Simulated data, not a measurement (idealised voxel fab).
process module | voxel transistor to metal
cross-section cut | 300 nm wide | cells 5 nm
A cross-section is a grid of square cells, given in bands from the top down. A band is one or more rows of cells.
Each band's line starts with the height of the band's top and of its bottom, in nm. Then come its materials from left to right, each with its width in nm. One material with "throughout" fills the band from edge to edge. "air" is empty space.
Height 0 is the level under which the wafer as received is all one material. The lowest band goes on downwards, as in "0 down".
A width such as "30 to 40" changes by the same amount from each row of cells to the next, from the band's top row to its bottom row.
"no change" after a step means that no cell of the cross-section changed.
closed voids: empty space of 8 cells or more with no open way to the top, each as width x height at its distance from the left edge, in nm
after a step's settings: what the simulator itself notes on the step
overlay nm, on a step with a mask: how far to the right of its planned place the mask lay; to the left if negative
plan
1 op RECEIVE | material Si
2 op CONFORMAL_DEP | material SiO2 | thk nm 5
3 op CONFORMAL_DEP | material SiN | thk nm 10
4 op DIRECTIONAL_DEP | material aC | thk nm 15
5 op PATTERN | tone cover | mask id ACTIVE | material resist | width nm 95 | pitch nm 125 | thk nm 30 | overlay nm 0
6 op DIRECTIONAL_ETCH | etch materials aC | depth nm 15
7 op STRIP | etch materials resist
8 op DIRECTIONAL_ETCH | etch materials SiN | depth nm 10
9 op DIRECTIONAL_ETCH | etch materials SiO2 | depth nm 5
10 op DIRECTIONAL_ETCH | etch materials Si | depth nm 20
11 op STRIP | etch materials aC
12 op FILL_DEP | material SiO2 | thk nm 10
13 op CMP | height nm 15
14 op SELECTIVE_ETCH | etch materials SiO2 | depth nm 5
15 op STRIP | etch materials SiN
16 op SELECTIVE_ETCH | etch materials SiO2 | depth nm 5
17 op OXIDIZE | depth nm 5
18 op DIRECTIONAL_DEP | material polySi | thk nm 25
19 op DIRECTIONAL_DEP | material SiCN | thk nm 15
20 op DIRECTIONAL_DEP | material aC | thk nm 10
21 op PATTERN | tone cover | mask id GATE | material resist | width nm 15 | pitch nm 125 | thk nm 25 | overlay nm 0
22 op DIRECTIONAL_ETCH | etch materials aC | depth nm 10
23 op STRIP | etch materials resist
24 op DIRECTIONAL_ETCH | etch materials SiCN | depth nm 25
25 op DIRECTIONAL_ETCH | etch materials polySi | depth nm 35
26 op STRIP | etch materials aC
27 op CONFORMAL_DEP | material SiN | thk nm 5
28 op DIRECTIONAL_ETCH | etch materials SiN | depth nm 5
29 op DIRECTIONAL_ETCH | etch materials SiO2 | depth nm 5
30 op EPI | material nSi | thk nm 5
31 op FILL_DEP | material SiO2 | thk nm 10
32 op CMP | height nm 40
33 op DIRECTIONAL_DEP | material SiO2 | thk nm 15
34 op DIRECTIONAL_DEP | material aC | thk nm 15
35 op PATTERN | tone open | mask id CONTACT | material resist | width nm 15 | thk nm 35 | overlay nm 0
36 op DIRECTIONAL_ETCH | etch materials aC | depth nm 15
37 op STRIP | etch materials resist
38 op DIRECTIONAL_ETCH | etch materials SiO2 | depth nm 55
39 op STRIP | etch materials aC
40 op CONFORMAL_DEP | material TiN | thk nm 5
41 op FILL_DEP | material W | thk nm 5
42 op CMP | height nm 55
43 op DIRECTIONAL_DEP | material TiN | thk nm 5
44 op DIRECTIONAL_DEP | material W | thk nm 15
45 op DIRECTIONAL_DEP | material aC | thk nm 15
46 op PATTERN | tone cover | mask id METAL_1 | material resist | width nm 15 | thk nm 30 | overlay nm 0
47 op DIRECTIONAL_ETCH | etch materials aC | depth nm 15
48 op STRIP | etch materials resist
49 op DIRECTIONAL_ETCH | etch materials W | depth nm 15
50 op DIRECTIONAL_ETCH | etch materials TiN | depth nm 5
51 op STRIP | etch materials aC
52 op CONFORMAL_DEP | material SiN | thk nm 5
53 op FILL_DEP | material lowk | thk nm 5
54 op CMP | height nm 75
55 op CONFORMAL_DEP | material SiN | thk nm 5
varied across the wafers: depth nm of step 28. The plan shows the first wafer's value. All wafers start alike
first wafer as received, after step 1
  0 down: Si throughout
  closed voids: none
first wafer at the end, after step 55
  80 to 75: SiN throughout
  75 to 60: lowk 45 | SiN 5 | W 15 | SiN 5 | lowk 35 | SiN 5 | W 15 | SiN 5 | lowk 40 | SiN 5 | W 15 | SiN 5 | lowk 35 | SiN 5 | W 15 | SiN 5 | lowk 45
  60 to 55: SiN 50 | TiN 15 | SiN 45 | TiN 15 | SiN 50 | TiN 15 | SiN 45 | TiN 15 | SiN 50
  55 to 40: SiO2 50 | TiN 5 | W 5 | TiN 5 | SiO2 45 | TiN 5 | W 5 | TiN 5 | SiO2 50 | TiN 5 | W 5 | TiN 5 | SiO2 45 | TiN 5 | W 5 | TiN 5 | SiO2 50
  40 to 25: SiO2 50 | TiN 5 | W 5 | TiN 5 | SiO2 10 | SiN 5 | SiCN 15 | SiN 5 | SiO2 10 | TiN 5 | W 5 | TiN 5 | SiO2 50 | TiN 5 | W 5 | TiN 5 | SiO2 10 | SiN 5 | SiCN 15 | SiN 5 | SiO2 10 | TiN 5 | W 5 | TiN 5 | SiO2 50
  25 to 5: SiO2 50 | TiN 5 | W 5 | TiN 5 | SiO2 10 | SiN 5 | polySi 15 | SiN 5 | SiO2 10 | TiN 5 | W 5 | TiN 5 | SiO2 50 | TiN 5 | W 5 | TiN 5 | SiO2 10 | SiN 5 | polySi 15 | SiN 5 | SiO2 10 | TiN 5 | W 5 | TiN 5 | SiO2 50
  5 to 0: SiO2 35 | SiN 5 | SiO2 10 | TiN 15 | SiO2 10 | SiN 5 | polySi 15 | SiN 5 | SiO2 10 | TiN 15 | SiO2 10 | SiN 5 | SiO2 20 | SiN 5 | SiO2 10 | TiN 15 | SiO2 10 | SiN 5 | polySi 15 | SiN 5 | SiO2 10 | TiN 15 | SiO2 10 | SiN 5 | SiO2 35
  0 to -5: SiO2 40 | nSi 35 | SiO2 25 | nSi 35 | SiO2 30 | nSi 35 | SiO2 25 | nSi 35 | SiO2 40
  -5 to -20: SiO2 40 | Si 95 | SiO2 30 | Si 95 | SiO2 40
  -20 down: Si throughout
  closed voids: none
last wafer at the end
  80 to 75: SiN throughout
  75 to 60: lowk 45 | SiN 5 | W 15 | SiN 5 | lowk 35 | SiN 5 | W 15 | SiN 5 | lowk 40 | SiN 5 | W 15 | SiN 5 | lowk 35 | SiN 5 | W 15 | SiN 5 | lowk 45
  60 to 55: SiN 50 | TiN 15 | SiN 45 | TiN 15 | SiN 50 | TiN 15 | SiN 45 | TiN 15 | SiN 50
  55 to 40: SiO2 50 | TiN 5 | W 5 | TiN 5 | SiO2 45 | TiN 5 | W 5 | TiN 5 | SiO2 50 | TiN 5 | W 5 | TiN 5 | SiO2 45 | TiN 5 | W 5 | TiN 5 | SiO2 50
  40 to 25: SiO2 50 | TiN 5 | W 5 | TiN 5 | SiO2 15 | SiCN 15 | SiO2 15 | TiN 5 | W 5 | TiN 5 | SiO2 50 | TiN 5 | W 5 | TiN 5 | SiO2 15 | SiCN 15 | SiO2 15 | TiN 5 | W 5 | TiN 5 | SiO2 50
  25 to 5: SiO2 50 | TiN 5 | W 5 | TiN 5 | SiO2 10 | SiN 5 | polySi 15 | SiN 5 | SiO2 10 | TiN 5 | W 5 | TiN 5 | SiO2 50 | TiN 5 | W 5 | TiN 5 | SiO2 10 | SiN 5 | polySi 15 | SiN 5 | SiO2 10 | TiN 5 | W 5 | TiN 5 | SiO2 50
  5 to 0: SiO2 50 | TiN 15 | SiO2 10 | SiN 5 | polySi 15 | SiN 5 | SiO2 10 | TiN 15 | SiO2 50 | TiN 15 | SiO2 10 | SiN 5 | polySi 15 | SiN 5 | SiO2 10 | TiN 15 | SiO2 50
  0 to -5: SiO2 35 | nSi 40 | SiO2 25 | nSi 40 | SiO2 20 | nSi 40 | SiO2 25 | nSi 40 | SiO2 35
  -5 to -20: SiO2 40 | Si 95 | SiO2 30 | Si 95 | SiO2 40
  -20 down: Si throughout
  closed voids: none
each wafer at the end: cells of each material gained (+) or lost (-) since it was received, then its closed voids
depth nm 5 | -126 Si | +18 SiCN | +168 SiN | +542 SiO2 | +104 TiN | +76 W | +120 lowk | +28 nSi | +30 polySi | closed voids: none
depth nm 10 | -126 Si | +18 SiCN | +160 SiN | +546 SiO2 | +104 TiN | +76 W | +120 lowk | +32 nSi | +30 polySi | closed voids: none
depth nm 15 | -126 Si | +18 SiCN | +156 SiN | +550 SiO2 | +104 TiN | +76 W | +120 lowk | +32 nSi | +30 polySi | closed voids: none
depth nm 20 | -126 Si | +18 SiCN | +152 SiN | +554 SiO2 | +104 TiN | +76 W | +120 lowk | +32 nSi | +30 polySi | closed voids: none
